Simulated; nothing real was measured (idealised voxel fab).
Process module name: voxel fin reveal
Cross-section cut spans 155 nm and uses square cells 5 nm in size.
Format of a cross-section: grid, square cells. Given as bands. Order: top down. Band: one or more rows of cells. Band entry format. Leading values: height of top, height of bottom, nm. Remainder: materials in left-to-right order, each with its width in nm. Special words: "all across" on a single material, which then fills the band edge to edge; "air", empty space. Convention: height 0 is the level below which the wafer, as received, is all one material. The lowest band does not terminate at the bottom but continues downward, represented as "0 and below". When a width is written as two numbers, as in "30..40", the first number is the width in the top row of cells of the band and the second is the width in its bottom row, and the width changes by the same amount from each row to the next. "nothing altered" for a step: no cell of the cross-section changed in that step. Listed in "Closed cavity list": every empty space of 8 or more cells without an open way to the top. Form: width x height at distance, the distance being from the left edge, all in nm. Past the settings on a step's line: simulator remark, on that step. If you see "overlay nm" on a step's line and that step has a mask, it's telling you how far right of where it was planned the mask ended up; a negative number means it went left instead.

# Steps in the process plan
1 RECEIVE,material Si
2 CONFORMAL_DEP,material SiN,thk nm 5
3 DIRECTIONAL_DEP,material aC,thk nm 10
4 PATTERN,tone cover,mask id FINS,material resist,width nm 15,pitch nm 35,thk nm 30,overlay nm 0
5 DIRECTIONAL_ETCH,etch materials aC,depth nm 10
6 STRIP,etch materials resist
7 DIRECTIONAL_ETCH,etch materials SiN,depth nm 5
8 DIRECTIONAL_ETCH,etch materials Si,depth nm 30
9 STRIP,etch materials aC
10 FILL_DEP,material SiO2,thk nm 10
11 CMP,height nm 5
12 SELECTIVE_ETCH,etch materials SiO2,depth nm 15
13 STRIP,etch materials SiN

# Wafer at receipt (post step 1), cross-section
> 0 and below | Si all across
> Closed cavity list: none

# End-of-module XS, first of two wafers, run as planned
> 0 down to -10 | 15 air, 15 Si, 20 air, 15 Si, 20 air, 15 Si, 20 air, 15 Si, 20 air
> -10 down to -30 | 15 SiO2, 15 Si, 20 SiO2, 15 Si, 20 SiO2, 15 Si, 20 SiO2, 15 Si, 20 SiO2
> -30 and below | Si all across
> Closed cavity list: none

# End of module, second wafer, cross-section. Started like the first, planned like the first, run with one mistake
> 0 down to -10 | 15 air, 15 Si, 20 air, 15 Si, 20 air, 15 Si, 20 air, 15 Si, 20 air
> -10 down to -40 | 15 SiO2, 15 Si, 20 SiO2, 15 Si, 20 SiO2, 15 Si, 20 SiO2, 15 Si, 20 SiO2
> -40 and below | Si all across
> Closed cavity list: none
The plan and the run diverged here: the process deviated at step 8: the operation and settings actually run there were DIRECTIONAL_ETCH,etch materials Si,depth nm 40
Final comparison by cell count, materials where the second wafer has more or fewer than the first: Si -38; SiO2 +38
